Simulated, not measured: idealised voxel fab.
process module | voxel gate over fins
cross-section cut | 275 nm wide | cells 5 nm
A cross-section is a grid of square cells, given in bands from the top down. A band is one or more rows of cells.
Each band's line starts with the height of the band's top and of its bottom, in nm. Then come its materials from left to right, each with its width in nm. One material with "throughout" fills the band from edge to edge. "air" is empty space.
Height 0 is the level under which the wafer as received is all one material. The lowest band goes on downwards, as in "0 down".
A width such as "30 to 40" changes by the same amount from each row of cells to the next, from the band's top row to its bottom row.
"no change" after a step means that no cell of the cross-section changed.
closed voids: empty space of 8 cells or more with no open way to the top, each as width x height at its distance from the left edge, in nm
after a step's settings: what the simulator itself notes on the step
overlay nm, on a step with a mask: how far to the right of its planned place the mask lay; to the left if negative
plan
1 op RECEIVE | material Si
2 op CONFORMAL_DEP | material SiN | thk nm 10
3 op MASKED_ETCH | tone cover | mask id FINS | width nm 15 | pitch nm 35 | etch materials SiN | depth nm 10 | overlay nm 0
4 op MASKED_ETCH | tone cover | mask id FINS | width nm 15 | pitch nm 35 | etch materials Si | depth nm 40 | overlay nm 0
5 op FILL_DEP | material SiO2 | thk nm 5
6 op CMP | height nm 10
7 op SELECTIVE_ETCH | etch materials SiO2 | depth nm 20
8 op STRIP | etch materials SiN
9 op CONFORMAL_DEP | material HfO2 | thk nm 5
10 op CONFORMAL_DEP | material TiN | thk nm 5
11 op FILL_DEP | material W | thk nm 10
12 op CMP | height nm 15
13 op CONFORMAL_DEP | material SiCN | thk nm 10
first wafer, as planned
as received, after step 1
  0 down: Si throughout
  closed voids: none
after step 2
  10 to 0: SiN throughout
  below 0: unchanged
after step 3
  10 to 0: air 95 | SiN 15 | air 20 | SiN 15 | air 20 | SiN 15 | air 95
  below 0: unchanged
after step 4
  10 to 0: air 95 | SiN 15 | air 20 | SiN 15 | air 20 | SiN 15 | air 95
  0 to -40: air 95 | Si 15 | air 20 | Si 15 | air 20 | Si 15 | air 95
  below -40: unchanged
after step 5
  15 to 10: SiO2 throughout
  10 to 0: SiO2 95 | SiN 15 | SiO2 20 | SiN 15 | SiO2 20 | SiN 15 | SiO2 95
  0 to -40: SiO2 95 | Si 15 | SiO2 20 | Si 15 | SiO2 20 | Si 15 | SiO2 95
  below -40: unchanged
after step 6
  10 to 0: SiO2 95 | SiN 15 | SiO2 20 | SiN 15 | SiO2 20 | SiN 15 | SiO2 95
  below 0: unchanged
after step 7
  10 to 0: air 95 | SiN 15 | air 20 | SiN 15 | air 20 | SiN 15 | air 95
  0 to -10: air 95 | Si 15 | air 20 | Si 15 | air 20 | Si 15 | air 95
  below -10: unchanged
after step 8
  0 to -10: air 95 | Si 15 | air 20 | Si 15 | air 20 | Si 15 | air 95
  below -10: unchanged
after step 9
  5 to 0: air 90 | HfO2 25 | air 10 | HfO2 25 | air 10 | HfO2 25 | air 90
  0 to -5: air 90 | HfO2 5 | Si 15 | HfO2 5 | air 10 | HfO2 5 | Si 15 | HfO2 5 | air 10 | HfO2 5 | Si 15 | HfO2 5 | air 90
  -5 to -10: HfO2 95 | Si 15 | HfO2 20 | Si 15 | HfO2 20 | Si 15 | HfO2 95
  below -10: unchanged
after step 10
  10 to 5: air 85 | TiN 105 | air 85
  5 to 0: air 85 | TiN 5 | HfO2 25 | TiN 10 | HfO2 25 | TiN 10 | HfO2 25 | TiN 5 | air 85
  0 to -5: TiN 90 | HfO2 5 | Si 15 | HfO2 5 | TiN 10 | HfO2 5 | Si 15 | HfO2 5 | TiN 10 | HfO2 5 | Si 15 | HfO2 5 | TiN 90
  below -5: unchanged
after step 11
  20 to 10: W throughout
  10 to 5: W 85 | TiN 105 | W 85
  5 to 0: W 85 | TiN 5 | HfO2 25 | TiN 10 | HfO2 25 | TiN 10 | HfO2 25 | TiN 5 | W 85
  below 0: unchanged
after step 12
  15 to 10: W throughout
  below 10: unchanged
after step 13
  25 to 15: SiCN throughout
  below 15: unchanged
second wafer: like start, like plan, one mistake. Through step 8 it matches the first wafer
when step 9 should have ended
  15 to 5: air 80 | HfO2 115 | air 80
  5 to 0: HfO2 throughout
  0 to -10: HfO2 95 | Si 15 | HfO2 20 | Si 15 | HfO2 20 | Si 15 | HfO2 95
  below -10: unchanged
when step 10 should have ended
  20 to 15: air 75 | TiN 125 | air 75
  15 to 10: air 75 | TiN 5 | HfO2 115 | TiN 5 | air 75
  10 to 5: TiN 80 | HfO2 115 | TiN 80
  below 5: unchanged
when step 11 should have ended
  30 to 20: W throughout
  20 to 15: W 75 | TiN 125 | W 75
  15 to 10: W 75 | TiN 5 | HfO2 115 | TiN 5 | W 75
  below 10: unchanged
when step 12 should have ended
  15 to 10: W 75 | TiN 5 | HfO2 115 | TiN 5 | W 75
  below 10: unchanged
when step 13 should have ended
  25 to 15: SiCN throughout
  below 15: unchanged
what went wrong: step 9 ran as: op CONFORMAL_DEP | material HfO2 | thk nm 15
at the end the second wafer has, in cells: 126 more of HfO2 | 33 fewer of TiN | 93 fewer of W
